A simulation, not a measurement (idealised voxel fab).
process module | voxel tone inversion
cross-section cut | 240 nm wide | cells 5 nm
A cross-section is a grid of square cells, given in bands from the top down. A band is one or more rows of cells.
Each band's line starts with the height of the band's top and of its bottom, in nm. Then come its materials from left to right, each with its width in nm. One material with "throughout" fills the band from edge to edge. "air" is empty space.
Height 0 is the level under which the wafer as received is all one material. The lowest band goes on downwards, as in "0 down".
A width such as "30 to 40" changes by the same amount from each row of cells to the next, from the band's top row to its bottom row.
"no change" after a step means that no cell of the cross-section changed.
closed voids: empty space of 8 cells or more with no open way to the top, each as width x height at its distance from the left edge, in nm
after a step's settings: what the simulator itself notes on the step
overlay nm, on a step with a mask: how far to the right of its planned place the mask lay; to the left if negative
plan
1 op RECEIVE | material Si
2 op CONFORMAL_DEP | material SiCN | thk nm 5
3 op DIRECTIONAL_DEP | material polySi | thk nm 20
4 op PATTERN | tone cover | mask id POSTS | material resist | width nm 25 | pitch nm 55 | thk nm 30 | overlay nm 0
5 op DIRECTIONAL_ETCH | etch materials polySi | depth nm 20
6 op STRIP | etch materials resist
7 op FILL_DEP | material lowk | thk nm 10
8 op CMP | height nm 25
9 op STRIP | etch materials polySi
first wafer, as planned
as received, after step 1
  0 down: Si throughout
  closed voids: none
after step 2
  5 to 0: SiCN throughout
  below 0: unchanged
after step 3
  25 to 5: polySi throughout
  below 5: unchanged
after step 4
  55 to 25: air 50 | resist 25 | air 30 | resist 25 | air 30 | resist 25 | air 55
  below 25: unchanged
after step 5
  55 to 25: air 50 | resist 25 | air 30 | resist 25 | air 30 | resist 25 | air 55
  25 to 5: air 50 | polySi 25 | air 30 | polySi 25 | air 30 | polySi 25 | air 55
  below 5: unchanged
after step 6
  25 to 5: air 50 | polySi 25 | air 30 | polySi 25 | air 30 | polySi 25 | air 55
  below 5: unchanged
after step 7
  35 to 25: lowk throughout
  25 to 5: lowk 50 | polySi 25 | lowk 30 | polySi 25 | lowk 30 | polySi 25 | lowk 55
  below 5: unchanged
after step 8
  25 to 5: lowk 50 | polySi 25 | lowk 30 | polySi 25 | lowk 30 | polySi 25 | lowk 55
  below 5: unchanged
after step 9
  25 to 5: lowk 50 | air 25 | lowk 30 | air 25 | lowk 30 | air 25 | lowk 55
  below 5: unchanged
second wafer: like start, like plan, one mistake. Through step 3 it matches the first wafer
when step 4 should have ended
  55 to 25: air 40 | resist 25 | air 30 | resist 25 | air 30 | resist 25 | air 65
  below 25: unchanged
when step 5 should have ended
  55 to 25: air 40 | resist 25 | air 30 | resist 25 | air 30 | resist 25 | air 65
  25 to 5: air 40 | polySi 25 | air 30 | polySi 25 | air 30 | polySi 25 | air 65
  below 5: unchanged
when step 6 should have ended
  25 to 5: air 40 | polySi 25 | air 30 | polySi 25 | air 30 | polySi 25 | air 65
  below 5: unchanged
when step 7 should have ended
  35 to 25: lowk throughout
  25 to 5: lowk 40 | polySi 25 | lowk 30 | polySi 25 | lowk 30 | polySi 25 | lowk 65
  below 5: unchanged
when step 8 should have ended
  25 to 5: lowk 40 | polySi 25 | lowk 30 | polySi 25 | lowk 30 | polySi 25 | lowk 65
  below 5: unchanged
when step 9 should have ended
  25 to 5: lowk 40 | air 25 | lowk 30 | air 25 | lowk 30 | air 25 | lowk 65
  below 5: unchanged
what went wrong: step 4 ran as: op PATTERN | tone cover | mask id POSTS | material resist | width nm 25 | pitch nm 55 | thk nm 30 | overlay nm -10
at the end the second wafer has, in cells: as many of each material as the first, in other places
